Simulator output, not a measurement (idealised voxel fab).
Process module heading - voxel capacitor over wiring
Xsec cut, 160 nm wide, square cell size 5 nm.
How to read a cross-section here: the picture is a grid of square cells, written as bands going from the top down, and any band can span one or more rows of cells.
This entry defines a band. It first specifies the height of the band's top and the height of its bottom in nm, and then specifies the band's materials from left to right, stating each material with its width in nm. The word "all across" identifies a single material that fills the band from edge to edge, while the word "blank" identifies empty space.
Measure heights from 0. That's the level where, below it, the as-received wafer is all one material. The lowest band is bottomless and extends downward; write it as in "top 0, no bottom".
Top row gets the first number, bottom row gets the second, and each row in between changes by the same step: that is how a band width like "30..40" works.
When a step is marked "nothing was modified", none of the cells in the cross-section changed during that step.
Entry "Closed internal cavities" = empty spaces >= 8 cells with no open way to the top; each as width x height at distance, distance from left edge, all nm.
If you see something after the settings on a step's line, that's the simulator's own remark about that step.
For masked steps, "overlay nm" on the step line gives how far right of plan the mask actually lay; a minus sign means it lay to the left.
### Planned step list for the process
step 1: op RECEIVE | material Si
step 2: op CONFORMAL_DEP | material SiO2 | thk nm 15
step 3: op DIRECTIONAL_DEP | material TiN | thk nm 5
step 4: op DIRECTIONAL_DEP | material W | thk nm 20
step 5: op DIRECTIONAL_DEP | material aC | thk nm 15
step 6: op PATTERN | tone cover | mask id METAL_1 | material resist | width nm 30 | pitch nm 95 | thk nm 30 | overlay nm 0
step 7: op DIRECTIONAL_ETCH | etch materials aC | depth nm 15
step 8: op STRIP | etch materials resist
step 9: op DIRECTIONAL_ETCH | etch materials W | depth nm 20
step 10: op DIRECTIONAL_ETCH | etch materials TiN | depth nm 5
step 11: op STRIP | etch materials aC
step 12: op FILL_DEP | material lowk | thk nm 10
step 13: op CMP | height nm 40
step 14: op CONFORMAL_DEP | material SiCN | thk nm 5
step 15: op DIRECTIONAL_DEP | material SiO2 | thk nm 20
step 16: op PATTERN | tone open | mask id PLUG_1 | material resist | width nm 15 | thk nm 15 | overlay nm 0
step 17: op DIRECTIONAL_ETCH | etch materials SiO2 | depth nm 20
step 18: op DIRECTIONAL_ETCH | etch materials SiCN | depth nm 5
step 19: op STRIP | etch materials resist
step 20: op CONFORMAL_DEP | material TiN | thk nm 5
step 21: op FILL_DEP | material Cu | thk nm 10
step 22: op CMP | height nm 65
step 23: op DIRECTIONAL_DEP | material TiN | thk nm 10
step 24: op DIRECTIONAL_DEP | material SiN | thk nm 5
step 25: op DIRECTIONAL_DEP | material TiN | thk nm 5
step 26: op PATTERN | tone cover | mask id UPPER_PLATE | material resist | width nm 70 | thk nm 15 | overlay nm 0
step 27: op DIRECTIONAL_ETCH | etch materials TiN | depth nm 5
step 28: op DIRECTIONAL_ETCH | etch materials SiN | depth nm 5
step 29: op STRIP | etch materials resist
step 30: op PATTERN | tone cover | mask id LOWER_PLATE | material resist | width nm 80 | thk nm 15 | overlay nm 0
step 31: op DIRECTIONAL_ETCH | etch materials TiN | depth nm 10
step 32: op STRIP | etch materials resist
step 33: op FILL_DEP | material SiO2 | thk nm 20
step 34: op CMP | height nm 100
step 35: op MASKED_ETCH | tone open | mask id PLUG_2 | width nm 15 | etch materials SiO2 | depth nm 15 | overlay nm 0
step 36: op CONFORMAL_DEP | material TiN | thk nm 5
step 37: op FILL_DEP | material Ru | thk nm 10
step 38: op CMP | height nm 100
step 39: op CONFORMAL_DEP | material SiCN | thk nm 5
### First wafer out of two, processed as planned
### Here's what the wafer looked like in cross-section when it arrived - that's after step 1
	top 0, no bottom = Si all across
	Closed internal cavities: none
### Take a look at the wafer's cross-section after step 2
	top 15, bottom 0 = SiO2 all across
	Heights below 0 show no change.
### Take a look at the wafer's cross-section after step 3
	top 20, bottom 15 = TiN all across
	Heights below 15 show no change.
### Take a look at the wafer's cross-section after step 4
	top 40, bottom 20 = W all across
	Heights below 20 show no change.
### Take a look at the wafer's cross-section after step 5
	top 55, bottom 40 = aC all across
	Heights below 40 show no change.
### Take a look at the wafer's cross-section after step 6
	top 85, bottom 55 = blank: 15  resist: 30  blank: 65  resist: 30  blank: 20
	Heights below 55 show no change.
### Take a look at the wafer's cross-section after step 7
	top 70, bottom 55 = blank: 15  resist: 30  blank: 65  resist: 30  blank: 20
	top 55, bottom 40 = blank: 15  aC: 30  blank: 65  aC: 30  blank: 20
	Heights below 40 show no change.
### Take a look at the wafer's cross-section after step 8
	top 55, bottom 40 = blank: 15  aC: 30  blank: 65  aC: 30  blank: 20
	Heights below 40 show no change.
### Take a look at the wafer's cross-section after step 9
	top 55, bottom 40 = blank: 15  aC: 30  blank: 65  aC: 30  blank: 20
	top 40, bottom 20 = blank: 15  W: 30  blank: 65  W: 30  blank: 20
	Heights below 20 show no change.
### Take a look at the wafer's cross-section after step 10
	top 55, bottom 40 = blank: 15  aC: 30  blank: 65  aC: 30  blank: 20
	top 40, bottom 20 = blank: 15  W: 30  blank: 65  W: 30  blank: 20
	top 20, bottom 15 = blank: 15  TiN: 30  blank: 65  TiN: 30  blank: 20
	Heights below 15 show no change.
### Take a look at the wafer's cross-section after step 11
	top 40, bottom 20 = blank: 15  W: 30  blank: 65  W: 30  blank: 20
	Heights below 20 show no change.
### Take a look at the wafer's cross-section after step 12
	top 50, bottom 40 = lowk all across
	top 40, bottom 20 = lowk: 15  W: 30  lowk: 65  W: 30  lowk: 20
	top 20, bottom 15 = lowk: 15  TiN: 30  lowk: 65  TiN: 30  lowk: 20
	Heights below 15 show no change.
### Take a look at the wafer's cross-section after step 13
	top 40, bottom 20 = lowk: 15  W: 30  lowk: 65  W: 30  lowk: 20
	Heights below 20 show no change.
### Take a look at the wafer's cross-section after step 14
	top 45, bottom 40 = SiCN all across
	Heights below 40 show no change.
### Take a look at the wafer's cross-section after step 15
	top 65, bottom 45 = SiO2 all across
	Heights below 45 show no change.
### Take a look at the wafer's cross-section after step 16
	top 80, bottom 65 = resist: 30  blank: 15  resist: 115
	Heights below 65 show no change.
### Take a look at the wafer's cross-section after step 17
	top 80, bottom 65 = resist: 30  blank: 15  resist: 115
	top 65, bottom 45 = SiO2: 30  blank: 15  SiO2: 115
	Heights below 45 show no change.
### Take a look at the wafer's cross-section after step 18
	top 80, bottom 65 = resist: 30  blank: 15  resist: 115
	top 65, bottom 45 = SiO2: 30  blank: 15  SiO2: 115
	top 45, bottom 40 = SiCN: 30  blank: 15  SiCN: 115
	Heights below 40 show no change.
### Take a look at the wafer's cross-section after step 19
	top 65, bottom 45 = SiO2: 30  blank: 15  SiO2: 115
	Heights below 45 show no change.
### Take a look at the wafer's cross-section after step 20
	top 70, bottom 65 = TiN: 35  blank: 5  TiN: 120
	top 65, bottom 45 = SiO2: 30  TiN: 5  blank: 5  TiN: 5  SiO2: 115
	top 45, bottom 40 = SiCN: 30  TiN: 15  SiCN: 115
	Heights below 40 show no change.
### Take a look at the wafer's cross-section after step 21
	top 80, bottom 70 = Cu all across
	top 70, bottom 65 = TiN: 35  Cu: 5  TiN: 120
	top 65, bottom 45 = SiO2: 30  TiN: 5  Cu: 5  TiN: 5  SiO2: 115
	Heights below 45 show no change.
### Take a look at the wafer's cross-section after step 22
	top 65, bottom 45 = SiO2: 30  TiN: 5  Cu: 5  TiN: 5  SiO2: 115
	Heights below 45 show no change.
### Take a look at the wafer's cross-section after step 23
	top 75, bottom 65 = TiN all across
	Heights below 65 show no change.
### Take a look at the wafer's cross-section after step 24
	top 80, bottom 75 = SiN all across
	Heights below 75 show no change.
### Take a look at the wafer's cross-section after step 25
	top 85, bottom 80 = TiN all across
	Heights below 80 show no change.
### Take a look at the wafer's cross-section after step 26
	top 100, bottom 85 = blank: 30  resist: 70  blank: 60
	Heights below 85 show no change.
### Take a look at the wafer's cross-section after step 27
	top 100, bottom 85 = blank: 30  resist: 70  blank: 60
	top 85, bottom 80 = blank: 30  TiN: 70  blank: 60
	Heights below 80 show no change.
### Take a look at the wafer's cross-section after step 28
	top 100, bottom 85 = blank: 30  resist: 70  blank: 60
	top 85, bottom 80 = blank: 30  TiN: 70  blank: 60
	top 80, bottom 75 = blank: 30  SiN: 70  blank: 60
	Heights below 75 show no change.
### Take a look at the wafer's cross-section after step 29
	top 85, bottom 80 = blank: 30  TiN: 70  blank: 60
	Heights below 80 show no change.
### Take a look at the wafer's cross-section after step 30
	top 100, bottom 85 = blank: 25  resist: 80  blank: 55
	top 85, bottom 80 = blank: 25  resist: 5  TiN: 70  resist: 5  blank: 55
	top 80, bottom 75 = blank: 25  resist: 5  SiN: 70  resist: 5  blank: 55
	Heights below 75 show no change.
### Take a look at the wafer's cross-section after step 31
	top 100, bottom 85 = blank: 25  resist: 80  blank: 55
	top 85, bottom 80 = blank: 25  resist: 5  TiN: 70  resist: 5  blank: 55
	top 80, bottom 75 = blank: 25  resist: 5  SiN: 70  resist: 5  blank: 55
	top 75, bottom 65 = blank: 25  TiN: 80  blank: 55
	Heights below 65 show no change.
### Take a look at the wafer's cross-section after step 32
	top 85, bottom 80 = blank: 30  TiN: 70  blank: 60
	top 80, bottom 75 = blank: 30  SiN: 70  blank: 60
	Heights below 75 show no change.
### Take a look at the wafer's cross-section after step 33
	top 105, bottom 85 = SiO2 all across
	top 85, bottom 80 = SiO2: 30  TiN: 70  SiO2: 60
	top 80, bottom 75 = SiO2: 30  SiN: 70  SiO2: 60
	top 75, bottom 65 = SiO2: 25  TiN: 80  SiO2: 55
	Heights below 65 show no change.
### Take a look at the wafer's cross-section after step 34
	top 100, bottom 85 = SiO2 all across
	Heights below 85 show no change.
### Take a look at the wafer's cross-section after step 35
	top 100, bottom 85 = SiO2: 40  blank: 15  SiO2: 105
	Heights below 85 show no change.
### Take a look at the wafer's cross-section after step 36
	top 105, bottom 100 = TiN: 45  blank: 5  TiN: 110
	top 100, bottom 90 = SiO2: 40  TiN: 5  blank: 5  TiN: 5  SiO2: 105
	top 90, bottom 80 = SiO2: 40..30  TiN: 15..70  SiO2: 105..60
	Heights below 80 show no change.
### Take a look at the wafer's cross-section after step 37
	top 115, bottom 105 = Ru all across
	top 105, bottom 100 = TiN: 45  Ru: 5  TiN: 110
	top 100, bottom 90 = SiO2: 40  TiN: 5  Ru: 5  TiN: 5  SiO2: 105
	Heights below 90 show no change.
### Take a look at the wafer's cross-section after step 38
	top 100, bottom 90 = SiO2: 40  TiN: 5  Ru: 5  TiN: 5  SiO2: 105
	Heights below 90 show no change.
### Take a look at the wafer's cross-section after step 39
	top 105, bottom 100 = SiCN all across
	Heights below 100 show no change.
### Companion wafer, the second of two: same beginning, same intended sequence, one mistake in carrying it out; through step 1 inclusive it tracks the first exactly
### Cross-section, second wafer, at the end time the plan gives for step 2
	top 20, bottom 0 = SiO2 all across
	Heights below 0 show no change.
### Cross-section, second wafer, at the end time the plan gives for step 3
	top 25, bottom 20 = TiN all across
	Heights below 20 show no change.
### Cross-section, second wafer, at the end time the plan gives for step 4
	top 45, bottom 25 = W all across
	Heights below 25 show no change.
### Cross-section, second wafer, at the end time the plan gives for step 5
	top 60, bottom 45 = aC all across
	Heights below 45 show no change.
### Cross-section, second wafer, at the end time the plan gives for step 6
	top 90, bottom 60 = blank: 15  resist: 30  blank: 65  resist: 30  blank: 20
	Heights below 60 show no change.
### Cross-section, second wafer, at the end time the plan gives for step 7
	top 75, bottom 60 = blank: 15  resist: 30  blank: 65  resist: 30  blank: 20
	top 60, bottom 45 = blank: 15  aC: 30  blank: 65  aC: 30  blank: 20
	Heights below 45 show no change.
### Cross-section, second wafer, at the end time the plan gives for step 8
	top 60, bottom 45 = blank: 15  aC: 30  blank: 65  aC: 30  blank: 20
	Heights below 45 show no change.
### Cross-section, second wafer, at the end time the plan gives for step 9
	top 60, bottom 45 = blank: 15  aC: 30  blank: 65  aC: 30  blank: 20
	top 45, bottom 25 = blank: 15  W: 30  blank: 65  W: 30  blank: 20
	Heights below 25 show no change.
### Cross-section, second wafer, at the end time the plan gives for step 10
	top 60, bottom 45 = blank: 15  aC: 30  blank: 65  aC: 30  blank: 20
	top 45, bottom 25 = blank: 15  W: 30  blank: 65  W: 30  blank: 20
	top 25, bottom 20 = blank: 15  TiN: 30  blank: 65  TiN: 30  blank: 20
	Heights below 20 show no change.
### Cross-section, second wafer, at the end time the plan gives for step 11
	top 45, bottom 25 = blank: 15  W: 30  blank: 65  W: 30  blank: 20
	Heights below 25 show no change.
### Cross-section, second wafer, at the end time the plan gives for step 12
	top 55, bottom 45 = lowk all across
	top 45, bottom 25 = lowk: 15  W: 30  lowk: 65  W: 30  lowk: 20
	top 25, bottom 20 = lowk: 15  TiN: 30  lowk: 65  TiN: 30  lowk: 20
	Heights below 20 show no change.
### Cross-section, second wafer, at the end time the plan gives for step 13
	top 40, bottom 25 = lowk: 15  W: 30  lowk: 65  W: 30  lowk: 20
	Heights below 25 show no change.
### Cross-section, second wafer, at the end time the plan gives for step 14
	top 45, bottom 40 = SiCN all across
	Heights below 40 show no change.
### Cross-section, second wafer, at the end time the plan gives for step 15
	top 65, bottom 45 = SiO2 all across
	Heights below 45 show no change.
### Cross-section, second wafer, at the end time the plan gives for step 16
	top 80, bottom 65 = resist: 30  blank: 15  resist: 115
	Heights below 65 show no change.
### Cross-section, second wafer, at the end time the plan gives for step 17
	top 80, bottom 65 = resist: 30  blank: 15  resist: 115
	top 65, bottom 45 = SiO2: 30  blank: 15  SiO2: 115
	Heights below 45 show no change.
### Cross-section, second wafer, at the end time the plan gives for step 18
	top 80, bottom 65 = resist: 30  blank: 15  resist: 115
	top 65, bottom 45 = SiO2: 30  blank: 15  SiO2: 115
	top 45, bottom 40 = SiCN: 30  blank: 15  SiCN: 115
	Heights below 40 show no change.
### Cross-section, second wafer, at the end time the plan gives for step 19
	top 65, bottom 45 = SiO2: 30  blank: 15  SiO2: 115
	Heights below 45 show no change.
### Cross-section, second wafer, at the end time the plan gives for step 20
	top 70, bottom 65 = TiN: 35  blank: 5  TiN: 120
	top 65, bottom 45 = SiO2: 30  TiN: 5  blank: 5  TiN: 5  SiO2: 115
	top 45, bottom 40 = SiCN: 30  TiN: 15  SiCN: 115
	Heights below 40 show no change.
### Cross-section, second wafer, at the end time the plan gives for step 21
	top 80, bottom 70 = Cu all across
	top 70, bottom 65 = TiN: 35  Cu: 5  TiN: 120
	top 65, bottom 45 = SiO2: 30  TiN: 5  Cu: 5  TiN: 5  SiO2: 115
	Heights below 45 show no change.
### Cross-section, second wafer, at the end time the plan gives for step 22
	top 65, bottom 45 = SiO2: 30  TiN: 5  Cu: 5  TiN: 5  SiO2: 115
	Heights below 45 show no change.
### Cross-section, second wafer, at the end time the plan gives for step 23
	top 75, bottom 65 = TiN all across
	Heights below 65 show no change.
### Cross-section, second wafer, at the end time the plan gives for step 24
	top 80, bottom 75 = SiN all across
	Heights below 75 show no change.
### Cross-section, second wafer, at the end time the plan gives for step 25
	top 85, bottom 80 = TiN all across
	Heights below 80 show no change.
### Cross-section, second wafer, at the end time the plan gives for step 26
	top 100, bottom 85 = blank: 30  resist: 70  blank: 60
	Heights below 85 show no change.
### Cross-section, second wafer, at the end time the plan gives for step 27
	top 100, bottom 85 = blank: 30  resist: 70  blank: 60
	top 85, bottom 80 = blank: 30  TiN: 70  blank: 60
	Heights below 80 show no change.
### Cross-section, second wafer, at the end time the plan gives for step 28
	top 100, bottom 85 = blank: 30  resist: 70  blank: 60
	top 85, bottom 80 = blank: 30  TiN: 70  blank: 60
	top 80, bottom 75 = blank: 30  SiN: 70  blank: 60
	Heights below 75 show no change.
### Cross-section, second wafer, at the end time the plan gives for step 29
	top 85, bottom 80 = blank: 30  TiN: 70  blank: 60
	Heights below 80 show no change.
### Cross-section, second wafer, at the end time the plan gives for step 30
	top 100, bottom 85 = blank: 25  resist: 80  blank: 55
	top 85, bottom 80 = blank: 25  resist: 5  TiN: 70  resist: 5  blank: 55
	top 80, bottom 75 = blank: 25  resist: 5  SiN: 70  resist: 5  blank: 55
	Heights below 75 show no change.
### Cross-section, second wafer, at the end time the plan gives for step 31
	top 100, bottom 85 = blank: 25  resist: 80  blank: 55
	top 85, bottom 80 = blank: 25  resist: 5  TiN: 70  resist: 5  blank: 55
	top 80, bottom 75 = blank: 25  resist: 5  SiN: 70  resist: 5  blank: 55
	top 75, bottom 65 = blank: 25  TiN: 80  blank: 55
	Heights below 65 show no change.
### Cross-section, second wafer, at the end time the plan gives for step 32
	top 85, bottom 80 = blank: 30  TiN: 70  blank: 60
	top 80, bottom 75 = blank: 30  SiN: 70  blank: 60
	Heights below 75 show no change.
### Cross-section, second wafer, at the end time the plan gives for step 33
	top 105, bottom 85 = SiO2 all across
	top 85, bottom 80 = SiO2: 30  TiN: 70  SiO2: 60
	top 80, bottom 75 = SiO2: 30  SiN: 70  SiO2: 60
	top 75, bottom 65 = SiO2: 25  TiN: 80  SiO2: 55
	Heights below 65 show no change.
### Cross-section, second wafer, at the end time the plan gives for step 34
	top 100, bottom 85 = SiO2 all across
	Heights below 85 show no change.
### Cross-section, second wafer, at the end time the plan gives for step 35
	top 100, bottom 85 = SiO2: 40  blank: 15  SiO2: 105
	Heights below 85 show no change.
### Cross-section, second wafer, at the end time the plan gives for step 36
	top 105, bottom 100 = TiN: 45  blank: 5  TiN: 110
	top 100, bottom 90 = SiO2: 40  TiN: 5  blank: 5  TiN: 5  SiO2: 105
	top 90, bottom 80 = SiO2: 40..30  TiN: 15..70  SiO2: 105..60
	Heights below 80 show no change.
### Cross-section, second wafer, at the end time the plan gives for step 37
	top 115, bottom 105 = Ru all across
	top 105, bottom 100 = TiN: 45  Ru: 5  TiN: 110
	top 100, bottom 90 = SiO2: 40  TiN: 5  Ru: 5  TiN: 5  SiO2: 105
	Heights below 90 show no change.
### Cross-section, second wafer, at the end time the plan gives for step 38
	top 100, bottom 90 = SiO2: 40  TiN: 5  Ru: 5  TiN: 5  SiO2: 105
	Heights below 90 show no change.
### Cross-section, second wafer, at the end time the plan gives for step 39
	top 105, bottom 100 = SiCN all across
	Heights below 100 show no change.
What was the processing mistake? heads up, step 2 didn't go per plan, it actually ran as op CONFORMAL_DEP | material SiO2 | thk nm 20
Final comparison by cell count, materials where the second wafer has more or fewer than the first: +32 SiO2, -12 W, -20 lowk
